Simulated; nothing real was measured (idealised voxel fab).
The name of this process module is voxel tone inversion.
Cross-section cut spans 210 nm and uses square cells 5 nm in size.
This document writes a cross-section as a grid whose cells are square, and gives it as bands, listed from the top down; one or more rows of cells form a band.
Band: top and bottom heights (nm) first, top before bottom; then materials from left to right, widths in nm. "everywhere" marks a sole material filling the band edge to edge. "air" denotes empty space.
Convention: height 0 is the level below which the wafer, as received, is all one material. The lowest band does not terminate at the bottom but continues downward, represented as "0 down".
Think of "30..40" as a width that walks from the first number to the second as you go down the band, top row to bottom row, taking equal-sized steps from row to row.
"everything unchanged" -> step changed no cross-section cell.
Heads up: "Entrapped voids" only lists the empty pockets with no open path to the top that are 8 cells or more, and it writes them as width x height at distance, distance from the left edge, in nm.
Step line, after settings: the simulator's comment on this step.
overlay nm: how far to the right of its planned place the mask lay on this masked step (negative: to the left).
### Planned step list for the process
1 RECEIVE: material Si
2 CONFORMAL_DEP: material SiN, thk nm 10
3 DIRECTIONAL_DEP: material aC, thk nm 25
4 PATTERN: tone cover, mask id POSTS, material resist, width nm 20, pitch nm 40, thk nm 30, overlay nm -15
5 DIRECTIONAL_ETCH: etch materials aC, depth nm 25
6 STRIP: etch materials resist
7 FILL_DEP: material lowk, thk nm 10
8 CMP: height nm 35
9 STRIP: etch materials aC
10 CONFORMAL_DEP: material TiN, thk nm 5
11 FILL_DEP: material W, thk nm 5
12 CMP: height nm 35
13 CONFORMAL_DEP: material SiCN, thk nm 5
Heads up: all these wafers start the same, and what changes between them is the overlay nm in step 4. The value you see in the plan is just what the first wafer got.
### Cut through the first of several wafers as received, post step 1
> 0 down | Si everywhere
> Entrapped voids: none
### Below is a per-wafer table. In it, each row describes the wafer at the end of the module by giving, for each material, the number of cells gained (+) or lost (-) since the wafer was received, and after that the closed voids of the wafer
overlay nm -15; +42 SiCN; +84 SiN; +24 TiN; +16 W; +170 lowk; Entrapped voids: none
overlay nm -10; +42 SiCN; +84 SiN; +24 TiN; +16 W; +170 lowk; Entrapped voids: none
overlay nm -5; +42 SiCN; +84 SiN; +24 TiN; +16 W; +170 lowk; Entrapped voids: none
overlay nm 0; +42 SiCN; +84 SiN; +24 TiN; +16 W; +170 lowk; Entrapped voids: none
overlay nm 5; +42 SiCN; +84 SiN; +24 TiN; +16 W; +170 lowk; Entrapped voids: none
overlay nm 10; +42 SiCN; +84 SiN; +24 TiN; +16 W; +170 lowk; Entrapped voids: none
overlay nm 15; +42 SiCN; +84 SiN; +24 TiN; +16 W; +170 lowk; Entrapped voids: none
